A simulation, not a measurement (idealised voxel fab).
The following is a process module called voxel transistor to metal.
For reference, the cross-section in this document is cut, with width 290 nm and square cells of 5 nm.
Cross-section spec: square-cell grid; bands listed top down; each band is one or more rows. Top, bottom (nm), then materials left to right with widths (nm); lone material tagged "throughout" fills the whole band edge to edge; "blank" = empty space. Heights are reckoned from 0. Under this level, the received wafer is all of one material. The bottommost band is open-ended downward, for example "z 0 and below". Graded width ("30->40"): value in top row of band = first number; value in bottom row = second number; row-to-row change constant. For the purposes of this document, the phrase "no alterations made" attached to a step denotes that no cell within the cross-section was modified by that step. So "Cavities, sealed" is basically the list of trapped voids: any empty space of 8 cells or more that can't reach the top through an opening. They're written width x height at distance, the distance being from the left edge, and it's all nm. On each step's line, the part that comes after the settings is the simulator's own comment on the step. overlay nm: step with mask; distance mask lay right of planned place; negative value = left of planned place. In what follows, pairs of cross-sections are presented, each taken before and after one process step, with the after cross-section shown only down to the lowest band that was altered; the step, together with its settings, is stated below the pair. The pairs may stem from different runs of this module on the same starting wafer; accordingly, a pair should be taken as continuing from the one above it solely where its entry headed "Incoming profile" indicates as much.

-- Incoming profile
* z 35 to 30 = TiN (40); blank (5); TiN (70); blank (5); TiN (45); blank (5); TiN (70); blank (5); TiN (45)
* z 30 to 20 = SiO2 (35); TiN (5); blank (5); TiN (5); SiO2 (60); TiN (5); blank (5); TiN (5); SiO2 (35); TiN (5); blank (5); TiN (5); SiO2 (60); TiN (5); blank (5); TiN (5); SiO2 (40)
* z 20 to 0 = SiO2 (35); TiN (5); blank (5); TiN (5); SiO2 (10); SiN (5); HfO2 (5); TiN (5); W (10); TiN (5); HfO2 (5); SiN (5); SiO2 (10); TiN (5); blank (5); TiN (5); SiO2 (35); TiN (5); blank (5); TiN (5); SiO2 (10); SiN (5); HfO2 (5); TiN (5); W (10); TiN (5); HfO2 (5); SiN (5); SiO2 (10); TiN (5); blank (5); TiN (5); SiO2 (40)
* z 0 to -5 = SiO2 (30); SiN (5); TiN (5); blank (5); TiN (5); SiGe (10); SiN (5); HfO2 (5); TiN (20); HfO2 (5); SiN (5); SiGe (10); TiN (5); blank (5); TiN (5); SiO2 (10); SiN (5); SiO2 (15); SiN (5); TiN (5); blank (5); TiN (5); SiGe (10); SiN (5); HfO2 (5); TiN (20); HfO2 (5); SiN (5); SiGe (10); TiN (5); blank (5); TiN (5); SiO2 (10); SiN (5); SiO2 (25)
* z -5 to -10 = SiO2 (35); TiN (15); SiGe (10); HfO2 (40); SiGe (10); TiN (15); SiO2 (35); TiN (15); SiGe (10); HfO2 (40); SiGe (10); TiN (15); SiO2 (40)
* z -10 to -20 = SiO2 (40); SiGe (20); Si (40); SiGe (30); SiO2 (35); SiGe (20); Si (40); SiGe (30); SiO2 (35)
* z -20 to -30 = SiO2 (40); Si (90); SiO2 (35); Si (90); SiO2 (35)
* z -30 and below = Si throughout
* Cavities, sealed: none

-- Post-Process Section
* z 40 to 35 = Ru throughout
* z 35 to 30 = TiN (40); Ru (5); TiN (70); Ru (5); TiN (45); Ru (5); TiN (70); Ru (5); TiN (45)
* z 30 to 20 = SiO2 (35); TiN (5); Ru (5); TiN (5); SiO2 (60); TiN (5); Ru (5); TiN (5); SiO2 (35); TiN (5); Ru (5); TiN (5); SiO2 (60); TiN (5); Ru (5); TiN (5); SiO2 (40)
* z 20 to 0 = SiO2 (35); TiN (5); Ru (5); TiN (5); SiO2 (10); SiN (5); HfO2 (5); TiN (5); W (10); TiN (5); HfO2 (5); SiN (5); SiO2 (10); TiN (5); Ru (5); TiN (5); SiO2 (35); TiN (5); Ru (5); TiN (5); SiO2 (10); SiN (5); HfO2 (5); TiN (5); W (10); TiN (5); HfO2 (5); SiN (5); SiO2 (10); TiN (5); Ru (5); TiN (5); SiO2 (40)
* z 0 to -5 = SiO2 (30); SiN (5); TiN (5); Ru (5); TiN (5); SiGe (10); SiN (5); HfO2 (5); TiN (20); HfO2 (5); SiN (5); SiGe (10); TiN (5); Ru (5); TiN (5); SiO2 (10); SiN (5); SiO2 (15); SiN (5); TiN (5); Ru (5); TiN (5); SiGe (10); SiN (5); HfO2 (5); TiN (20); HfO2 (5); SiN (5); SiGe (10); TiN (5); Ru (5); TiN (5); SiO2 (10); SiN (5); SiO2 (25)
* Under the height -5 nothing was changed.
* Cavities, sealed: none
The cross-sections above show the structure before and after this step: FILL_DEP (material Ru; thk nm 5)

Incoming profile: Reference is made to the cross-section shown after the step in the pair directly above, which represents the state prior to this step.

-- Post-Process Section
* z 30 to 20 = SiO2 (35); TiN (5); Ru (5); TiN (5); SiO2 (60); TiN (5); Ru (5); TiN (5); SiO2 (35); TiN (5); Ru (5); TiN (5); SiO2 (60); TiN (5); Ru (5); TiN (5); SiO2 (40)
* Under the height 20 nothing was changed.
* Cavities, sealed: none
The cross-sections above show the structure before and after this step: CMP (height nm 30)

Incoming profile: Reference is made to the cross-section shown after the step in the pair directly above, which represents the state prior to this step.

-- Post-Process Section
* z 35 to 30 = SiN throughout
* Under the height 30 nothing was changed.
* Cavities, sealed: none
The cross-sections above show the structure before and after this step: CONFORMAL_DEP (material SiN; thk nm 5)

Incoming profile: Reference is made to the cross-section shown after the step in the pair directly above, which represents the state prior to this step.

-- Post-Process Section
* z 60 to 35 = lowk throughout
* Under the height 35 nothing was changed.
* Cavities, sealed: none
The cross-sections above show the structure before and after this step: DIRECTIONAL_DEP (material lowk; thk nm 25)

Incoming profile: Reference is made to the cross-section shown after the step in the pair directly above, which represents the state prior to this step.

-- Post-Process Section
* z 80 to 60 = resist (35); blank (15); resist (60); blank (15); resist (35); blank (15); resist (60); blank (15); resist (40)
* Under the height 60 nothing was changed.
* Cavities, sealed: none
The cross-sections above show the structure before and after this step: PATTERN (tone open; mask id METAL_1; material resist; width nm 15; thk nm 20; overlay nm 0)

Incoming profile: Reference is made to the cross-section shown after the step in the pair directly above, which represents the state prior to this step.

-- Post-Process Section
* z 80 to 60 = resist (35); blank (15); resist (60); blank (15); resist (35); blank (15); resist (60); blank (15); resist (40)
* z 60 to 35 = lowk (35); blank (15); lowk (60); blank (15); lowk (35); blank (15); lowk (60); blank (15); lowk (40)
* Under the height 35 nothing was changed.
* Cavities, sealed: none
The cross-sections above show the structure before and after this step: DIRECTIONAL_ETCH (etch materials lowk; depth nm 25)

Incoming profile: Reference is made to the cross-section shown after the step in the pair directly above, which represents the state prior to this step.

-- Post-Process Section
* z 80 to 60 = resist (35); blank (15); resist (60); blank (15); resist (35); blank (15); resist (60); blank (15); resist (40)
* z 60 to 35 = lowk (35); blank (15); lowk (60); blank (15); lowk (35); blank (15); lowk (60); blank (15); lowk (40)
* z 35 to 30 = SiN (35); blank (15); SiN (60); blank (15); SiN (35); blank (15); SiN (60); blank (15); SiN (40)
* Under the height 30 nothing was changed.
* Cavities, sealed: none
The cross-sections above show the structure before and after this step: DIRECTIONAL_ETCH (etch materials SiN; depth nm 5)

Incoming profile: Reference is made to the cross-section shown after the step in the pair directly above, which represents the state prior to this step.

-- Post-Process Section
* z 60 to 35 = lowk (35); blank (15); lowk (60); blank (15); lowk (35); blank (15); lowk (60); blank (15); lowk (40)
* Under the height 35 nothing was changed.
* Cavities, sealed: none
The cross-sections above show the structure before and after this step: STRIP (etch materials resist)

Incoming profile: Reference is made to the cross-section shown after the step in the pair directly above, which represents the state prior to this step.

-- Post-Process Section
* z 65 to 60 = TiN (40); blank (5); TiN (70); blank (5); TiN (45); blank (5); TiN (70); blank (5); TiN (45)
* z 60 to 35 = lowk (35); TiN (5); blank (5); TiN (5); lowk (60); TiN (5); blank (5); TiN (5); lowk (35); TiN (5); blank (5); TiN (5); lowk (60); TiN (5); blank (5); TiN (5); lowk (40)
* z 35 to 30 = SiN (35); TiN (15); SiN (60); TiN (15); SiN (35); TiN (15); SiN (60); TiN (15); SiN (40)
* Under the height 30 nothing was changed.
* Cavities, sealed: none
The cross-sections above show the structure before and after this step: CONFORMAL_DEP (material TiN; thk nm 5)

Incoming profile: Reference is made to the cross-section shown after the step in the pair directly above, which represents the state prior to this step.

-- Post-Process Section
* z 70 to 65 = Cu throughout
* z 65 to 60 = TiN (40); Cu (5); TiN (70); Cu (5); TiN (45); Cu (5); TiN (70); Cu (5); TiN (45)
* z 60 to 35 = lowk (35); TiN (5); Cu (5); TiN (5); lowk (60); TiN (5); Cu (5); TiN (5); lowk (35); TiN (5); Cu (5); TiN (5); lowk (60); TiN (5); Cu (5); TiN (5); lowk (40)
* Under the height 35 nothing was changed.
* Cavities, sealed: none
The cross-sections above show the structure before and after this step: FILL_DEP (material Cu; thk nm 5)

Incoming profile: Reference is made to the cross-section shown after the step in the pair directly above, which represents the state prior to this step.

-- Post-Process Section
* z 60 to 35 = lowk (35); TiN (5); Cu (5); TiN (5); lowk (60); TiN (5); Cu (5); TiN (5); lowk (35); TiN (5); Cu (5); TiN (5); lowk (60); TiN (5); Cu (5); TiN (5); lowk (40)
* Under the height 35 nothing was changed.
* Cavities, sealed: none
The cross-sections above show the structure before and after this step: CMP (height nm 60)

Incoming profile: Reference is made to the cross-section shown after the step in the pair directly above, which represents the state prior to this step.

-- Post-Process Section
* z 65 to 60 = SiN throughout
* Under the height 60 nothing was changed.
* Cavities, sealed: none
The cross-sections above show the structure before and after this step: CONFORMAL_DEP (material SiN; thk nm 5)

-- Incoming profile
* z 35 to 25 = blank (60); SiN (5); SiCN (30); SiN (5); blank (85); SiN (5); SiCN (30); SiN (5); blank (65)
* z 25 to 0 = blank (60); SiN (5); polySi (30); SiN (5); blank (85); SiN (5); polySi (30); SiN (5); blank (65)
* z 0 to -5 = blank (25); SiN (5); blank (20); SiGe (10); SiN (5); polySi (30); SiN (5); SiGe (10); blank (20); SiN (5); blank (15); SiN (5); blank (20); SiGe (10); SiN (5); polySi (30); SiN (5); SiGe (10); blank (20); SiN (5); blank (30)
* z -5 to -10 = SiO2 (30); blank (20); SiGe (10); SiO2 (40); SiGe (10); blank (20); SiO2 (25); blank (20); SiGe (10); SiO2 (40); SiGe (10); blank (20); SiO2 (35)
* z -10 to -20 = SiO2 (35); SiGe (25); Si (40); SiGe (25); SiO2 (35); SiGe (25); Si (40); SiGe (25); SiO2 (40)
* z -20 to -30 = SiO2 (35); Si (90); SiO2 (35); Si (90); SiO2 (40)
* z -30 and below = Si throughout
* Cavities, sealed: none

-- Post-Process Section
* z 40 to 35 = Ru throughout
* z 35 to 25 = Ru (60); SiN (5); SiCN (30); SiN (5); Ru (85); SiN (5); SiCN (30); SiN (5); Ru (65)
* z 25 to 0 = Ru (60); SiN (5); polySi (30); SiN (5); Ru (85); SiN (5); polySi (30); SiN (5); Ru (65)
* z 0 to -5 = Ru (25); SiN (5); Ru (20); SiGe (10); SiN (5); polySi (30); SiN (5); SiGe (10); Ru (20); SiN (5); Ru (15); SiN (5); Ru (20); SiGe (10); SiN (5); polySi (30); SiN (5); SiGe (10); Ru (20); SiN (5); Ru (30)
* z -5 to -10 = SiO2 (30); Ru (20); SiGe (10); SiO2 (40); SiGe (10); Ru (20); SiO2 (25); Ru (20); SiGe (10); SiO2 (40); SiGe (10); Ru (20); SiO2 (35)
* Under the height -10 nothing was changed.
* Cavities, sealed: none
The cross-sections above show the structure before and after this step: FILL_DEP (material Ru; thk nm 5)

Incoming profile: Reference is made to the cross-section shown after the step in the pair directly above, which represents the state prior to this step.

-- Post-Process Section
* z 25 to 0 = Ru (60); SiN (5); polySi (30); SiN (5); Ru (85); SiN (5); polySi (30); SiN (5); Ru (65)
* Under the height 0 nothing was changed.
* Cavities, sealed: none
The cross-sections above show the structure before and after this step: CMP (height nm 25)

Incoming profile: Reference is made to the cross-section shown after the step in the pair directly above, which represents the state prior to this step.

-- Post-Process Section
* z 25 to 0 = Ru (60); SiN (5); blank (30); SiN (5); Ru (85); SiN (5); blank (30); SiN (5); Ru (65)
* z 0 to -5 = Ru (25); SiN (5); Ru (20); SiGe (10); SiN (5); blank (30); SiN (5); SiGe (10); Ru (20); SiN (5); Ru (15); SiN (5); Ru (20); SiGe (10); SiN (5); blank (30); SiN (5); SiGe (10); Ru (20); SiN (5); Ru (30)
* Under the height -5 nothing was changed.
* Cavities, sealed: none
The cross-sections above show the structure before and after this step: STRIP (etch materials polySi)

Incoming profile: Reference is made to the cross-section shown after the step in the pair directly above, which represents the state prior to this step.

-- Post-Process Section
* z 25 to 0 = Ru (60); SiN (5); blank (30); SiN (5); Ru (85); SiN (5); blank (30); SiN (5); Ru (65)
* z 0 to -5 = Ru (25); SiN (5); Ru (20); SiGe (10); SiN (5); blank (30); SiN (5); SiGe (10); Ru (20); SiN (5); Ru (15); SiN (5); Ru (20); SiGe (10); SiN (5); blank (30); SiN (5); SiGe (10); Ru (20); SiN (5); Ru (30)
* z -5 to -10 = SiO2 (30); Ru (20); SiGe (10); blank (40); SiGe (10); Ru (20); SiO2 (25); Ru (20); SiGe (10); blank (40); SiGe (10); Ru (20); SiO2 (35)
* Under the height -10 nothing was changed.
* Cavities, sealed: none
The cross-sections above show the structure before and after this step: SELECTIVE_ETCH (etch materials SiO2; depth nm 5)

Incoming profile: Reference is made to the cross-section shown after the step in the pair directly above, which represents the state prior to this step.

-- Post-Process Section
* z 30 to 25 = HfO2 (70); blank (20); HfO2 (105); blank (20); HfO2 (75)
* z 25 to 0 = Ru (60); SiN (5); HfO2 (5); blank (20); HfO2 (5); SiN (5); Ru (85); SiN (5); HfO2 (5); blank (20); HfO2 (5); SiN (5); Ru (65)
* z 0 to -5 = Ru (25); SiN (5); Ru (20); SiGe (10); SiN (5); HfO2 (5); blank (20); HfO2 (5); SiN (5); SiGe (10); Ru (20); SiN (5); Ru (15); SiN (5); Ru (20); SiGe (10); SiN (5); HfO2 (5); blank (20); HfO2 (5); SiN (5); SiGe (10); Ru (20); SiN (5); Ru (30)
* z -5 to -10 = SiO2 (30); Ru (20); SiGe (10); HfO2 (40); SiGe (10); Ru (20); SiO2 (25); Ru (20); SiGe (10); HfO2 (40); SiGe (10); Ru (20); SiO2 (35)
* Under the height -10 nothing was changed.
* Cavities, sealed: none
The cross-sections above show the structure before and after this step: CONFORMAL_DEP (material HfO2; thk nm 5)

Incoming profile: Reference is made to the cross-section shown after the step in the pair directly above, which represents the state prior to this step.

-- Post-Process Section
* z 35 to 30 = TiN (75); blank (10); TiN (115); blank (10); TiN (80)
* z 30 to 25 = HfO2 (70); TiN (5); blank (10); TiN (5); HfO2 (105); TiN (5); blank (10); TiN (5); HfO2 (75)
* z 25 to 0 = Ru (60); SiN (5); HfO2 (5); TiN (5); blank (10); TiN (5); HfO2 (5); SiN (5); Ru (85); SiN (5); HfO2 (5); TiN (5); blank (10); TiN (5); HfO2 (5); SiN (5); Ru (65)
* z 0 to -5 = Ru (25); SiN (5); Ru (20); SiGe (10); SiN (5); HfO2 (5); TiN (20); HfO2 (5); SiN (5); SiGe (10); Ru (20); SiN (5); Ru (15); SiN (5); Ru (20); SiGe (10); SiN (5); HfO2 (5); TiN (20); HfO2 (5); SiN (5); SiGe (10); Ru (20); SiN (5); Ru (30)
* Under the height -5 nothing was changed.
* Cavities, sealed: none
The cross-sections above show the structure before and after this step: CONFORMAL_DEP (material TiN; thk nm 5)

Incoming profile: Reference is made to the cross-section shown after the step in the pair directly above, which represents the state prior to this step.

-- Post-Process Section
* z 40 to 35 = W throughout
* z 35 to 30 = TiN (75); W (10); TiN (115); W (10); TiN (80)
* z 30 to 25 = HfO2 (70); TiN (5); W (10); TiN (5); HfO2 (105); TiN (5); W (10); TiN (5); HfO2 (75)
* z 25 to 0 = Ru (60); SiN (5); HfO2 (5); TiN (5); W (10); TiN (5); HfO2 (5); SiN (5); Ru (85); SiN (5); HfO2 (5); TiN (5); W (10); TiN (5); HfO2 (5); SiN (5); Ru (65)
* Under the height 0 nothing was changed.
* Cavities, sealed: none
The cross-sections above show the structure before and after this step: FILL_DEP (material W; thk nm 5)

Incoming profile: Reference is made to the cross-section shown after the step in the pair directly above, which represents the state prior to this step.

-- Post-Process Section
* z 20 to 0 = Ru (60); SiN (5); HfO2 (5); TiN (5); W (10); TiN (5); HfO2 (5); SiN (5); Ru (85); SiN (5); HfO2 (5); TiN (5); W (10); TiN (5); HfO2 (5); SiN (5); Ru (65)
* Under the height 0 nothing was changed.
* Cavities, sealed: none
The cross-sections above show the structure before and after this step: CMP (height nm 20)

Incoming profile: Reference is made to the cross-section shown after the step in the pair directly above, which represents the state prior to this step.

-- Post-Process Section
* z 30 to 20 = SiO2 throughout
* Under the height 20 nothing was changed.
* Cavities, sealed: none
The cross-sections above show the structure before and after this step: DIRECTIONAL_DEP (material SiO2; thk nm 10)

Incoming profile: Reference is made to the cross-section shown after the step in the pair directly above, which represents the state prior to this step.

-- Post-Process Section
* z 45 to 30 = aC throughout
* Under the height 30 nothing was changed.
* Cavities, sealed: none
The cross-sections above show the structure before and after this step: DIRECTIONAL_DEP (material aC; thk nm 15)

Incoming profile: Reference is made to the cross-section shown after the step in the pair directly above, which represents the state prior to this step.

-- Post-Process Section
* z 75 to 45 = resist (35); blank (15); resist (60); blank (15); resist (35); blank (15); resist (60); blank (15); resist (40)
* Under the height 45 nothing was changed.
* Cavities, sealed: none
The cross-sections above show the structure before and after this step: PATTERN (tone open; mask id CONTACT; material resist; width nm 15; thk nm 30; overlay nm 0)

Incoming profile: Reference is made to the cross-section shown after the step in the pair directly above, which represents the state prior to this step.

-- Post-Process Section
* z 60 to 45 = resist (35); blank (15); resist (60); blank (15); resist (35); blank (15); resist (60); blank (15); resist (40)
* z 45 to 30 = aC (35); blank (15); aC (60); blank (15); aC (35); blank (15); aC (60); blank (15); aC (40)
* Under the height 30 nothing was changed.
* Cavities, sealed: none
The cross-sections above show the structure before and after this step: DIRECTIONAL_ETCH (etch materials aC; depth nm 15)

Incoming profile: Reference is made to the cross-section shown after the step in the pair directly above, which represents the state prior to this step.

-- Post-Process Section
* z 45 to 30 = aC (35); blank (15); aC (60); blank (15); aC (35); blank (15); aC (60); blank (15); aC (40)
* Under the height 30 nothing was changed.
* Cavities, sealed: none
The cross-sections above show the structure before and after this step: STRIP (etch materials resist)

Incoming profile: Reference is made to the cross-section shown after the step in the pair directly above, which represents the state prior to this step.

-- Post-Process Section
* z 45 to 30 = aC (35); blank (15); aC (60); blank (15); aC (35); blank (15); aC (60); blank (15); aC (40)
* z 30 to 20 = SiO2 (35); blank (15); SiO2 (60); blank (15); SiO2 (35); blank (15); SiO2 (60); blank (15); SiO2 (40)
* Under the height 20 nothing was changed.
* Cavities, sealed: none
The cross-sections above show the structure before and after this step: DIRECTIONAL_ETCH (etch materials SiO2; depth nm 40)

Incoming profile: Reference is made to the cross-section shown after the step in the pair directly above, which represents the state prior to this step.

-- Post-Process Section
* z 30 to 20 = SiO2 (35); blank (15); SiO2 (60); blank (15); SiO2 (35); blank (15); SiO2 (60); blank (15); SiO2 (40)
* Under the height 20 nothing was changed.
* Cavities, sealed: none
The cross-sections above show the structure before and after this step: STRIP (etch materials aC)

Incoming profile: Reference is made to the cross-section shown after the step in the pair directly above, which represents the state prior to this step.

-- Post-Process Section
* z 35 to 30 = TiN (40); blank (5); TiN (70); blank (5); TiN (45); blank (5); TiN (70); blank (5); TiN (45)
* z 30 to 25 = SiO2 (35); TiN (5); blank (5); TiN (5); SiO2 (60); TiN (5); blank (5); TiN (5); SiO2 (35); TiN (5); blank (5); TiN (5); SiO2 (60); TiN (5); blank (5); TiN (5); SiO2 (40)
* z 25 to 20 = SiO2 (35); TiN (15); SiO2 (60); TiN (15); SiO2 (35); TiN (15); SiO2 (60); TiN (15); SiO2 (40)
* Under the height 20 nothing was changed.
* Cavities, sealed: none
The cross-sections above show the structure before and after this step: CONFORMAL_DEP (material TiN; thk nm 5)

Incoming profile: Reference is made to the cross-section shown after the step in the pair directly above, which represents the state prior to this step.

-- Post-Process Section
* z 40 to 35 = Ru throughout
* z 35 to 30 = TiN (40); Ru (5); TiN (70); Ru (5); TiN (45); Ru (5); TiN (70); Ru (5); TiN (45)
* z 30 to 25 = SiO2 (35); TiN (5); Ru (5); TiN (5); SiO2 (60); TiN (5); Ru (5); TiN (5); SiO2 (35); TiN (5); Ru (5); TiN (5); SiO2 (60); TiN (5); Ru (5); TiN (5); SiO2 (40)
* Under the height 25 nothing was changed.
* Cavities, sealed: none
The cross-sections above show the structure before and after this step: FILL_DEP (material Ru; thk nm 5)

Incoming profile: Reference is made to the cross-section shown after the step in the pair directly above, which represents the state prior to this step.

-- Post-Process Section
* z 30 to 25 = SiO2 (35); TiN (5); Ru (5); TiN (5); SiO2 (60); TiN (5); Ru (5); TiN (5); SiO2 (35); TiN (5); Ru (5); TiN (5); SiO2 (60); TiN (5); Ru (5); TiN (5); SiO2 (40)
* Under the height 25 nothing was changed.
* Cavities, sealed: none
The cross-sections above show the structure before and after this step: CMP (height nm 30)

Incoming profile: Reference is made to the cross-section shown after the step in the pair directly above, which represents the state prior to this step.

-- Post-Process Section
* z 35 to 30 = SiN throughout
* Under the height 30 nothing was changed.
* Cavities, sealed: none
The cross-sections above show the structure before and after this step: CONFORMAL_DEP (material SiN; thk nm 5)

Incoming profile: Reference is made to the cross-section shown after the step in the pair directly above, which represents the state prior to this step.

-- Post-Process Section
* z 60 to 35 = lowk throughout
* Under the height 35 nothing was changed.
* Cavities, sealed: none
The cross-sections above show the structure before and after this step: DIRECTIONAL_DEP (material lowk; thk nm 25)

Incoming profile: Reference is made to the cross-section shown after the step in the pair directly above, which represents the state prior to this step.

-- Post-Process Section
* z 80 to 60 = resist (35); blank (15); resist (60); blank (15); resist (35); blank (15); resist (60); blank (15); resist (40)
* Under the height 60 nothing was changed.
* Cavities, sealed: none
The cross-sections above show the structure before and after this step: PATTERN (tone open; mask id METAL_1; material resist; width nm 15; thk nm 20; overlay nm 0)

Incoming profile: Reference is made to the cross-section shown after the step in the pair directly above, which represents the state prior to this step.

-- Post-Process Section
* z 80 to 60 = resist (35); blank (15); resist (60); blank (15); resist (35); blank (15); resist (60); blank (15); resist (40)
* z 60 to 35 = lowk (35); blank (15); lowk (60); blank (15); lowk (35); blank (15); lowk (60); blank (15); lowk (40)
* Under the height 35 nothing was changed.
* Cavities, sealed: none
The cross-sections above show the structure before and after this step: DIRECTIONAL_ETCH (etch materials lowk; depth nm 25)

Incoming profile: Reference is made to the cross-section shown after the step in the pair directly above, which represents the state prior to this step.

-- Post-Process Section
* z 80 to 60 = resist (35); blank (15); resist (60); blank (15); resist (35); blank (15); resist (60); blank (15); resist (40)
* z 60 to 35 = lowk (35); blank (15); lowk (60); blank (15); lowk (35); blank (15); lowk (60); blank (15); lowk (40)
* z 35 to 30 = SiN (35); blank (15); SiN (60); blank (15); SiN (35); blank (15); SiN (60); blank (15); SiN (40)
* Under the height 30 nothing was changed.
* Cavities, sealed: none
The cross-sections above show the structure before and after this step: DIRECTIONAL_ETCH (etch materials SiN; depth nm 5)

Incoming profile: Reference is made to the cross-section shown after the step in the pair directly above, which represents the state prior to this step.

-- Post-Process Section
* z 60 to 35 = lowk (35); blank (15); lowk (60); blank (15); lowk (35); blank (15); lowk (60); blank (15); lowk (40)
* Under the height 35 nothing was changed.
* Cavities, sealed: none
The cross-sections above show the structure before and after this step: STRIP (etch materials resist)

Incoming profile: Reference is made to the cross-section shown after the step in the pair directly above, which represents the state prior to this step.

-- Post-Process Section
* z 65 to 60 = TiN (40); blank (5); TiN (70); blank (5); TiN (45); blank (5); TiN (70); blank (5); TiN (45)
* z 60 to 35 = lowk (35); TiN (5); blank (5); TiN (5); lowk (60); TiN (5); blank (5); TiN (5); lowk (35); TiN (5); blank (5); TiN (5); lowk (60); TiN (5); blank (5); TiN (5); lowk (40)
* z 35 to 30 = SiN (35); TiN (15); SiN (60); TiN (15); SiN (35); TiN (15); SiN (60); TiN (15); SiN (40)
* Under the height 30 nothing was changed.
* Cavities, sealed: none
The cross-sections above show the structure before and after this step: CONFORMAL_DEP (material TiN; thk nm 5)

Incoming profile: Reference is made to the cross-section shown after the step in the pair directly above, which represents the state prior to this step.

-- Post-Process Section
* z 70 to 65 = Cu throughout
* z 65 to 60 = TiN (40); Cu (5); TiN (70); Cu (5); TiN (45); Cu (5); TiN (70); Cu (5); TiN (45)
* z 60 to 35 = lowk (35); TiN (5); Cu (5); TiN (5); lowk (60); TiN (5); Cu (5); TiN (5); lowk (35); TiN (5); Cu (5); TiN (5); lowk (60); TiN (5); Cu (5); TiN (5); lowk (40)
* Under the height 35 nothing was changed.
* Cavities, sealed: none
The cross-sections above show the structure before and after this step: FILL_DEP (material Cu; thk nm 5)

Incoming profile: Reference is made to the cross-section shown after the step in the pair directly above, which represents the state prior to this step.

-- Post-Process Section
* z 60 to 35 = lowk (35); TiN (5); Cu (5); TiN (5); lowk (60); TiN (5); Cu (5); TiN (5); lowk (35); TiN (5); Cu (5); TiN (5); lowk (60); TiN (5); Cu (5); TiN (5); lowk (40)
* Under the height 35 nothing was changed.
* Cavities, sealed: none
The cross-sections above show the structure before and after this step: CMP (height nm 60)

Incoming profile: Reference is made to the cross-section shown after the step in the pair directly above, which represents the state prior to this step.

-- Post-Process Section
* z 65 to 60 = SiN throughout
* Under the height 60 nothing was changed.
* Cavities, sealed: none
The cross-sections above show the structure before and after this step: CONFORMAL_DEP (material SiN; thk nm 5)

-- Incoming profile
* z 20 to 10 = aC throughout
* z 10 to 0 = SiN throughout
* z 0 to -5 = SiO2 throughout
* z -5 and below = Si throughout
* Cavities, sealed: none

-- Post-Process Section
* z 50 to 20 = resist (30); blank (100); resist (25); blank (100); resist (35)
* Under the height 20 nothing was changed.
* Cavities, sealed: none
The cross-sections above show the structure before and after this step: PATTERN (tone open; mask id ACTIVE; material resist; width nm 100; pitch nm 125; thk nm 30; overlay nm 0)

Incoming profile: Reference is made to the cross-section shown after the step in the pair directly above, which represents the state prior to this step.

-- Post-Process Section
* z 40 to 20 = resist (30); blank (100); resist (25); blank (100); resist (35)
* z 20 to 10 = aC (30); blank (100); aC (25); blank (100); aC (35)
* Under the height 10 nothing was changed.
* Cavities, sealed: none
The cross-sections above show the structure before and after this step: DIRECTIONAL_ETCH (etch materials aC; depth nm 10)

Incoming profile: Reference is made to the cross-section shown after the step in the pair directly above, which represents the state prior to this step.

-- Post-Process Section
* z 20 to 10 = aC (30); blank (100); aC (25); blank (100); aC (35)
* Under the height 10 nothing was changed.
* Cavities, sealed: none
The cross-sections above show the structure before and after this step: STRIP (etch materials resist)

Incoming profile: Reference is made to the cross-section shown after the step in the pair directly above, which represents the state prior to this step.

-- Post-Process Section
* z 20 to 10 = aC (30); blank (100); aC (25); blank (100); aC (35)
* z 10 to 0 = SiN (30); blank (100); SiN (25); blank (100); SiN (35)
* Under the height 0 nothing was changed.
* Cavities, sealed: none
The cross-sections above show the structure before and after this step: DIRECTIONAL_ETCH (etch materials SiN; depth nm 10)

Incoming profile: Reference is made to the cross-section shown after the step in the pair directly above, which represents the state prior to this step.

-- Post-Process Section
* z 20 to 10 = aC (30); blank (100); aC (25); blank (100); aC (35)
* z 10 to 0 = SiN (30); blank (100); SiN (25); blank (100); SiN (35)
* z 0 to -5 = SiO2 (30); blank (100); SiO2 (25); blank (100); SiO2 (35)
* Under the height -5 nothing was changed.
* Cavities, sealed: none
The cross-sections above show the structure before and after this step: DIRECTIONAL_ETCH (etch materials SiO2; depth nm 5)

Incoming profile: Reference is made to the cross-section shown after the step in the pair directly above, which represents the state prior to this step.

-- Post-Process Section
* z 20 to 10 = aC (30); blank (100); aC (25); blank (100); aC (35)
* z 10 to 0 = SiN (30); blank (100); SiN (25); blank (100); SiN (35)
* z 0 to -5 = SiO2 (30); blank (100); SiO2 (25); blank (100); SiO2 (35)
* z -5 to -25 = Si (30); blank (100); Si (25); blank (100); Si (35)
* Under the height -25 nothing was changed.
* Cavities, sealed: none
The cross-sections above show the structure before and after this step: DIRECTIONAL_ETCH (etch materials Si; depth nm 20)

Incoming profile: Reference is made to the cross-section shown after the step in the pair directly above, which represents the state prior to this step.

-- Post-Process Section
* z 10 to 0 = SiN (30); blank (100); SiN (25); blank (100); SiN (35)
* Under the height 0 nothing was changed.
* Cavities, sealed: none
The cross-sections above show the structure before and after this step: STRIP (etch materials aC)

Incoming profile: Reference is made to the cross-section shown after the step in the pair directly above, which represents the state prior to this step.

-- Post-Process Section
* z 10 to 0 = SiN (30); blank (100); SiN (25); blank (100); SiN (35)
* z 0 to -5 = SiO2 (30); blank (100); SiO2 (25); blank (100); SiO2 (35)
* z -5 to -25 = Si (25); SiO2 (5); blank (100); SiO2 (5); Si (15); SiO2 (5); blank (100); SiO2 (5); Si (30)
* z -25 to -30 = Si (25); SiO2 (110); Si (15); SiO2 (110); Si (30)
* Under the height -30 nothing was changed.
* Cavities, sealed: none
The cross-sections above show the structure before and after this step: OXIDIZE (depth nm 5)

Incoming profile: Reference is made to the cross-section shown after the step in the pair directly above, which represents the state prior to this step.

-- Post-Process Section
* z 15 to 10 = SiO2 throughout
* z 10 to 0 = SiN (30); SiO2 (100); SiN (25); SiO2 (100); SiN (35)
* z 0 to -5 = SiO2 throughout
* z -5 to -30 = Si (25); SiO2 (110); Si (15); SiO2 (110); Si (30)
* Under the height -30 nothing was changed.
* Cavities, sealed: none
The cross-sections above show the structure before and after this step: FILL_DEP (material SiO2; thk nm 5)

Incoming profile: Reference is made to the cross-section shown after the step in the pair directly above, which represents the state prior to this step.

-- Post-Process Section
* z 10 to 0 = SiN (30); SiO2 (100); SiN (25); SiO2 (100); SiN (35)
* Under the height 0 nothing was changed.
* Cavities, sealed: none
The cross-sections above show the structure before and after this step: CMP (height nm 10)

Incoming profile: Reference is made to the cross-section shown after the step in the pair directly above, which represents the state prior to this step.

-- Post-Process Section
* z 10 to 5 = SiN (30); blank (100); SiN (25); blank (100); SiN (35)
* Under the height 5 nothing was changed.
* Cavities, sealed: none
The cross-sections above show the structure before and after this step: SELECTIVE_ETCH (etch materials SiO2; depth nm 5)

Incoming profile: Reference is made to the cross-section shown after the step in the pair directly above, which represents the state prior to this step.

-- Post-Process Section
* z 5 to 0 = blank (30); SiO2 (100); blank (25); SiO2 (100); blank (35)
* Under the height 0 nothing was changed.
* Cavities, sealed: none
The cross-sections above show the structure before and after this step: STRIP (etch materials SiN)
